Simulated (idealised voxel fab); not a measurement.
Process module name: voxel spacer lines
Section cut is 290 nm wide and gridded with 5 nm square cells.
When this document writes out a cross-section, it uses a grid of square cells and lists it as bands, beginning at the top and moving down, with a band standing for one or more rows of cells.
Top, bottom (nm), then materials left to right with widths (nm); lone material tagged "all across" fills the whole band edge to edge; "blank" = empty space.
Zero point of the height axis is 0; under it, received wafer = one material. Lowest band: continues down indefinitely, "top 0, no bottom".
Read "30->40" as a graded width: first number on top, second number at the bottom, same change between each pair of neighbouring rows.
Step marked "remains unaltered"? Then no cell in the cross-section changed in it.
Reported under the label "Completely enclosed voids" are the empty spaces having no open way to the top and comprising 8 cells or more; the notation for each is width x height at distance, in which the distance is measured from the left edge and all three values are in nm.
If you see something after the settings on a step's line, that's the simulator's own remark about that step.
overlay nm: on a step with a mask, how far right of its planned place the mask lay; negative means left.

[Process steps - plan]
1: RECEIVE [material Si]
2: CONFORMAL_DEP [material Al2O3] [thk nm 10]
3: DIRECTIONAL_DEP [material W] [thk nm 15]
4: DIRECTIONAL_DEP [material aC] [thk nm 25]
5: PATTERN [tone cover] [mask id MANDREL] [material resist] [width nm 25] [pitch nm 80] [thk nm 30] [overlay nm -15]
6: DIRECTIONAL_ETCH [etch materials aC] [depth nm 25]
7: STRIP [etch materials resist]
8: CONFORMAL_DEP [material SiN] [thk nm 15]
9: DIRECTIONAL_ETCH [etch materials SiN] [depth nm 15]
10: STRIP [etch materials aC]
11: DIRECTIONAL_ETCH [etch materials W] [depth nm 15]
12: STRIP [etch materials SiN]
All wafers enter the flow in the same state. The overlay nm at step 5 differs from wafer to wafer, and the plan gives the value for the first wafer.

[The first of several wafers as received, shown in cross-section; this is its state after step 1]
* top 0, no bottom: Si all across
* Completely enclosed voids: none

[So in this table every wafer gets its own row, and what you see is where it stands at the end of the module: for each material, how many cells it picked up (+) or gave up (-) since we received it, and after that its closed voids]
overlay nm -15 | +116 Al2O3 | +36 W | Completely enclosed voids: none
overlay nm -10 | +116 Al2O3 | +36 W | Completely enclosed voids: none
overlay nm -5 | +116 Al2O3 | +36 W | Completely enclosed voids: none
overlay nm 0 | +116 Al2O3 | +36 W | Completely enclosed voids: none
overlay nm 5 | +116 Al2O3 | +36 W | Completely enclosed voids: none
overlay nm 10 | +116 Al2O3 | +36 W | Completely enclosed voids: none
overlay nm 15 | +116 Al2O3 | +36 W | Completely enclosed voids: none
